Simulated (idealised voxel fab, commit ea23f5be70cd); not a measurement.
process module | voxel wiring stack
cross-section cut | 245 nm wide | cells 5 nm
A cross-section is a grid of square cells, given in bands from the top down. A band is one or more rows of cells.
Each band's line starts with the height of the band's top and of its bottom, in nm. Then come its materials from left to right, each with its width in nm. One material with "throughout" fills the band from edge to edge. "air" is empty space.
Height 0 is the level under which the wafer as received is all one material. The lowest band goes on downwards, as in "0 down".
A width such as "30 to 40" changes by the same amount from each row of cells to the next, from the band's top row to its bottom row.
"no change" after a step means that no cell of the cross-section changed.
closed voids: empty space of 8 cells or more with no open way to the top, each as width x height at its distance from the left edge, in nm
after a step's settings: what the simulator itself notes on the step
overlay nm, on a step with a mask: how far to the right of its planned place the mask lay; to the left if negative
plan
1 op RECEIVE | material Si
2 op CONFORMAL_DEP | material SiO2 | thk nm 15
3 op CONFORMAL_DEP | material SiN | thk nm 5
4 op DIRECTIONAL_DEP | material SiO2 | thk nm 20
5 op DIRECTIONAL_DEP | material aC | thk nm 15
6 op PATTERN | tone open | mask id METAL_1 | material resist | width nm 20 | pitch nm 45 | thk nm 30 | overlay nm 0
7 op DIRECTIONAL_ETCH | etch materials aC | depth nm 15
8 op STRIP | etch materials resist
9 op DIRECTIONAL_ETCH | etch materials SiO2 | depth nm 20
10 op DIRECTIONAL_ETCH | etch materials SiN | depth nm 5
11 op STRIP | etch materials aC
12 op CONFORMAL_DEP | material TiN | thk nm 5
13 op FILL_DEP | material W | thk nm 10
14 op CMP | height nm 40
15 op EPI | material Ru | thk nm 5
16 op FILL_DEP | material SiCN | thk nm 5
17 op DIRECTIONAL_DEP | material lowk | thk nm 30
18 op PATTERN | tone open | mask id METAL_2 | material resist | width nm 20 | pitch nm 45 | thk nm 15 | overlay nm 0
19 op DIRECTIONAL_ETCH | etch materials lowk | depth nm 15
20 op STRIP | etch materials resist
21 op DIRECTIONAL_DEP | material aC | thk nm 10
22 op PATTERN | tone open | mask id METAL_2_HOLES | material resist | width nm 15 | pitch nm 45 | thk nm 30 | overlay nm 0
23 op DIRECTIONAL_ETCH | etch materials aC | depth nm 10
24 op STRIP | etch materials resist
25 op DIRECTIONAL_ETCH | etch materials lowk | depth nm 15
26 op DIRECTIONAL_ETCH | etch materials SiCN | depth nm 5
27 op STRIP | etch materials aC
28 op CONFORMAL_DEP | material TiN | thk nm 5
29 op FILL_DEP | material Ru | thk nm 5
30 op CMP | height nm 80
31 op CONFORMAL_DEP | material SiCN | thk nm 5
32 op DIRECTIONAL_DEP | material lowk | thk nm 30
33 op MASKED_ETCH | tone open | mask id METAL_3_HOLES | width nm 15 | pitch nm 45 | etch materials lowk | depth nm 30 | overlay nm 0
34 op MASKED_ETCH | tone open | mask id METAL_3 | width nm 20 | pitch nm 45 | etch materials lowk | depth nm 15 | overlay nm 0
35 op MASKED_ETCH | tone open | mask id METAL_3 | width nm 20 | pitch nm 45 | etch materials SiCN | depth nm 5 | overlay nm 0
36 op CONFORMAL_DEP | material TiN | thk nm 5
37 op FILL_DEP | material Ru | thk nm 10
38 op CMP | height nm 115
39 op CONFORMAL_DEP | material SiCN | thk nm 5
40 op DIRECTIONAL_DEP | material SiO2 | thk nm 35
41 op DIRECTIONAL_DEP | material aC | thk nm 10
42 op PATTERN | tone open | mask id METAL_4 | material resist | width nm 20 | pitch nm 45 | thk nm 25 | overlay nm 0
43 op DIRECTIONAL_ETCH | etch materials aC | depth nm 10
44 op STRIP | etch materials resist
45 op DIRECTIONAL_ETCH | etch materials SiO2 | depth nm 20
46 op STRIP | etch materials aC
47 op MASKED_ETCH | tone open | mask id METAL_4_HOLES | width nm 15 | pitch nm 45 | etch materials SiO2 | depth nm 15 | overlay nm 0
48 op MASKED_ETCH | tone open | mask id METAL_4_HOLES | width nm 15 | pitch nm 45 | etch materials SiCN | depth nm 5 | overlay nm 0
49 op CONFORMAL_DEP | material TiN | thk nm 5
50 op FILL_DEP | material Cu | thk nm 5
51 op CMP | height nm 155
52 op CONFORMAL_DEP | material SiN | thk nm 5
as received, after step 1
  0 down: Si throughout
  closed voids: none
first wafer at the end, as planned
  160 to 155: SiN throughout
  155 to 140: SiO2 45 | TiN 5 | Cu 10 | TiN 5 | SiO2 25 | TiN 5 | Cu 10 | TiN 5 | SiO2 25 | TiN 5 | Cu 10 | TiN 5 | SiO2 25 | TiN 5 | Cu 10 | TiN 5 | SiO2 45
  140 to 135: SiO2 45 | TiN 5 | Cu 5 | TiN 10 | SiO2 25 | TiN 5 | Cu 5 | TiN 10 | SiO2 25 | TiN 5 | Cu 5 | TiN 10 | SiO2 25 | TiN 5 | Cu 5 | TiN 10 | SiO2 45
  135 to 120: SiO2 45 | TiN 5 | Cu 5 | TiN 5 | SiO2 30 | TiN 5 | Cu 5 | TiN 5 | SiO2 30 | TiN 5 | Cu 5 | TiN 5 | SiO2 30 | TiN 5 | Cu 5 | TiN 5 | SiO2 50
  120 to 115: SiCN 45 | TiN 15 | SiCN 30 | TiN 15 | SiCN 30 | TiN 15 | SiCN 30 | TiN 15 | SiCN 50
  115 to 105: lowk 45 | TiN 5 | Ru 10 | TiN 5 | lowk 25 | TiN 5 | Ru 10 | TiN 5 | lowk 25 | TiN 5 | Ru 10 | TiN 5 | lowk 25 | TiN 5 | Ru 10 | TiN 5 | lowk 45
  105 to 100: lowk 45 | TiN 5 | Ru 5 | TiN 10 | lowk 25 | TiN 5 | Ru 5 | TiN 10 | lowk 25 | TiN 5 | Ru 5 | TiN 10 | lowk 25 | TiN 5 | Ru 5 | TiN 10 | lowk 45
  100 to 85: lowk 45 | TiN 5 | Ru 5 | TiN 5 | lowk 30 | TiN 5 | Ru 5 | TiN 5 | lowk 30 | TiN 5 | Ru 5 | TiN 5 | lowk 30 | TiN 5 | Ru 5 | TiN 5 | lowk 50
  85 to 80: SiCN 45 | TiN 15 | SiCN 30 | TiN 15 | SiCN 30 | TiN 15 | SiCN 30 | TiN 15 | SiCN 50
  80 to 70: lowk 45 | TiN 5 | Ru 10 | TiN 5 | lowk 25 | TiN 5 | Ru 10 | TiN 5 | lowk 25 | TiN 5 | Ru 10 | TiN 5 | lowk 25 | TiN 5 | Ru 10 | TiN 5 | lowk 45
  70 to 65: lowk 45 | TiN 5 | Ru 5 | TiN 10 | lowk 25 | TiN 5 | Ru 5 | TiN 10 | lowk 25 | TiN 5 | Ru 5 | TiN 10 | lowk 25 | TiN 5 | Ru 5 | TiN 10 | lowk 45
  65 to 50: lowk 45 | TiN 5 | Ru 5 | TiN 5 | lowk 30 | TiN 5 | Ru 5 | TiN 5 | lowk 30 | TiN 5 | Ru 5 | TiN 5 | lowk 30 | TiN 5 | Ru 5 | TiN 5 | lowk 50
  50 to 45: SiCN 45 | TiN 15 | SiCN 30 | TiN 15 | SiCN 30 | TiN 15 | SiCN 30 | TiN 15 | SiCN 50
  45 to 40: SiCN 40 | Ru 30 | SiCN 15 | Ru 30 | SiCN 15 | Ru 30 | SiCN 15 | Ru 30 | SiCN 40
  40 to 20: SiO2 45 | TiN 5 | W 10 | TiN 5 | SiO2 25 | TiN 5 | W 10 | TiN 5 | SiO2 25 | TiN 5 | W 10 | TiN 5 | SiO2 25 | TiN 5 | W 10 | TiN 5 | SiO2 45
  20 to 15: SiN 45 | TiN 20 | SiN 25 | TiN 20 | SiN 25 | TiN 20 | SiN 25 | TiN 20 | SiN 45
  15 to 0: SiO2 throughout
  0 down: Si throughout
  closed voids: none
second wafer at the end: like start, like plan, one mistake
  160 to 155: SiN throughout
  155 to 140: SiO2 45 | TiN 5 | Cu 10 | TiN 5 | SiO2 25 | TiN 5 | Cu 10 | TiN 5 | SiO2 25 | TiN 5 | Cu 10 | TiN 5 | SiO2 25 | TiN 5 | Cu 10 | TiN 5 | SiO2 45
  140 to 135: SiO2 45 | TiN 5 | Cu 5 | TiN 10 | SiO2 25 | TiN 5 | Cu 5 | TiN 10 | SiO2 25 | TiN 5 | Cu 5 | TiN 10 | SiO2 25 | TiN 5 | Cu 5 | TiN 10 | SiO2 45
  135 to 120: SiO2 45 | TiN 5 | Cu 5 | TiN 5 | SiO2 30 | TiN 5 | Cu 5 | TiN 5 | SiO2 30 | TiN 5 | Cu 5 | TiN 5 | SiO2 30 | TiN 5 | Cu 5 | TiN 5 | SiO2 50
  120 to 115: SiCN 45 | TiN 15 | SiCN 30 | TiN 15 | SiCN 30 | TiN 15 | SiCN 30 | TiN 15 | SiCN 50
  115 to 105: lowk 45 | TiN 5 | Ru 10 | TiN 5 | lowk 25 | TiN 5 | Ru 10 | TiN 5 | lowk 25 | TiN 5 | Ru 10 | TiN 5 | lowk 25 | TiN 5 | Ru 10 | TiN 5 | lowk 45
  105 to 100: lowk 45 | TiN 5 | Ru 5 | TiN 10 | lowk 25 | TiN 5 | Ru 5 | TiN 10 | lowk 25 | TiN 5 | Ru 5 | TiN 10 | lowk 25 | TiN 5 | Ru 5 | TiN 10 | lowk 45
  100 to 85: lowk 45 | TiN 5 | Ru 5 | TiN 5 | lowk 30 | TiN 5 | Ru 5 | TiN 5 | lowk 30 | TiN 5 | Ru 5 | TiN 5 | lowk 30 | TiN 5 | Ru 5 | TiN 5 | lowk 50
  85 to 80: SiCN 45 | TiN 15 | SiCN 30 | TiN 15 | SiCN 30 | TiN 15 | SiCN 30 | TiN 15 | SiCN 50
  80 to 70: lowk 45 | TiN 5 | Ru 15 | TiN 5 | lowk 20 | TiN 5 | Ru 15 | TiN 5 | lowk 20 | TiN 5 | Ru 15 | TiN 5 | lowk 20 | TiN 5 | Ru 15 | TiN 5 | lowk 40
  70 to 65: lowk 45 | TiN 5 | Ru 5 | TiN 15 | lowk 20 | TiN 5 | Ru 5 | TiN 15 | lowk 20 | TiN 5 | Ru 5 | TiN 15 | lowk 20 | TiN 5 | Ru 5 | TiN 15 | lowk 40
  65 to 50: lowk 45 | TiN 5 | Ru 5 | TiN 5 | lowk 30 | TiN 5 | Ru 5 | TiN 5 | lowk 30 | TiN 5 | Ru 5 | TiN 5 | lowk 30 | TiN 5 | Ru 5 | TiN 5 | lowk 50
  50 to 45: SiCN 45 | TiN 15 | SiCN 30 | TiN 15 | SiCN 30 | TiN 15 | SiCN 30 | TiN 15 | SiCN 50
  45 to 40: SiCN 40 | Ru 30 | SiCN 15 | Ru 30 | SiCN 15 | Ru 30 | SiCN 15 | Ru 30 | SiCN 40
  40 to 20: SiO2 45 | TiN 5 | W 10 | TiN 5 | SiO2 25 | TiN 5 | W 10 | TiN 5 | SiO2 25 | TiN 5 | W 10 | TiN 5 | SiO2 25 | TiN 5 | W 10 | TiN 5 | SiO2 45
  20 to 15: SiN 45 | TiN 20 | SiN 25 | TiN 20 | SiN 25 | TiN 20 | SiN 25 | TiN 20 | SiN 45
  15 to 0: SiO2 throughout
  0 down: Si throughout
  closed voids: none
what went wrong: step 18 ran as: op PATTERN | tone open | mask id METAL_2 | material resist | width nm 25 | pitch nm 45 | thk nm 15 | overlay nm 0
at the end the second wafer has, in cells: 8 more of Ru | 4 more of TiN | 12 fewer of lowk
